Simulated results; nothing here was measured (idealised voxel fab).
process module | voxel self aligned vias
cross-section cut | 250 nm wide | cells 5 nm
A cross-section is a grid of square cells, given in bands from the top down. A band is one or more rows of cells.
Each band's line starts with the height of the band's top and of its bottom, in nm. Then come its materials from left to right, each with its width in nm. One material with "throughout" fills the band from edge to edge. "air" is empty space.
Height 0 is the level under which the wafer as received is all one material. The lowest band goes on downwards, as in "0 down".
A width such as "30 to 40" changes by the same amount from each row of cells to the next, from the band's top row to its bottom row.
"no change" after a step means that no cell of the cross-section changed.
closed voids: empty space of 8 cells or more with no open way to the top, each as width x height at its distance from the left edge, in nm
after a step's settings: what the simulator itself notes on the step
overlay nm, on a step with a mask: how far to the right of its planned place the mask lay; to the left if negative
plan
1 op RECEIVE | material Si
2 op CONFORMAL_DEP | material SiO2 | thk nm 15
3 op CONFORMAL_DEP | material SiCN | thk nm 5
4 op DIRECTIONAL_DEP | material SiO2 | thk nm 30
5 op DIRECTIONAL_DEP | material aC | thk nm 15
6 op PATTERN | tone open | mask id LINES | material resist | width nm 30 | pitch nm 75 | thk nm 35 | overlay nm 0
7 op DIRECTIONAL_ETCH | etch materials aC | depth nm 15
8 op STRIP | etch materials resist
9 op DIRECTIONAL_ETCH | etch materials SiO2 | depth nm 30
10 op STRIP | etch materials aC
11 op CONFORMAL_DEP | material TiN | thk nm 5
12 op FILL_DEP | material W | thk nm 10
13 op CMP | height nm 50
14 op SELECTIVE_ETCH | etch materials W Ru TiN | depth nm 5
15 op FILL_DEP | material SiN | thk nm 5
16 op CMP | height nm 50
17 op DIRECTIONAL_DEP | material SiO2 | thk nm 20
18 op PATTERN | tone open | mask id VIAS | material resist | width nm 50 | pitch nm 150 | thk nm 15 | overlay nm 0
19 op DIRECTIONAL_ETCH | etch materials SiO2 | depth nm 20
20 op DIRECTIONAL_ETCH | etch materials SiN | depth nm 5
21 op STRIP | etch materials resist
22 op CONFORMAL_DEP | material TiN | thk nm 5
23 op FILL_DEP | material Cu | thk nm 10
24 op CMP | height nm 70
25 op CONFORMAL_DEP | material SiN | thk nm 5
as received, after step 1
  0 down: Si throughout
  closed voids: none
a wafer at the end: this start, this plan, one mistake
  75 to 70: SiN throughout
  70 to 55: SiO2 25 | TiN 5 | Cu 40 | TiN 5 | SiO2 100 | TiN 5 | Cu 40 | TiN 5 | SiO2 25
  55 to 50: SiO2 25 | TiN 50 | SiO2 100 | TiN 50 | SiO2 25
  50 to 45: SiCN throughout
  45 to 0: SiO2 throughout
  0 down: Si throughout
  closed voids: none
what went wrong: steps 3 and 4 were swapped
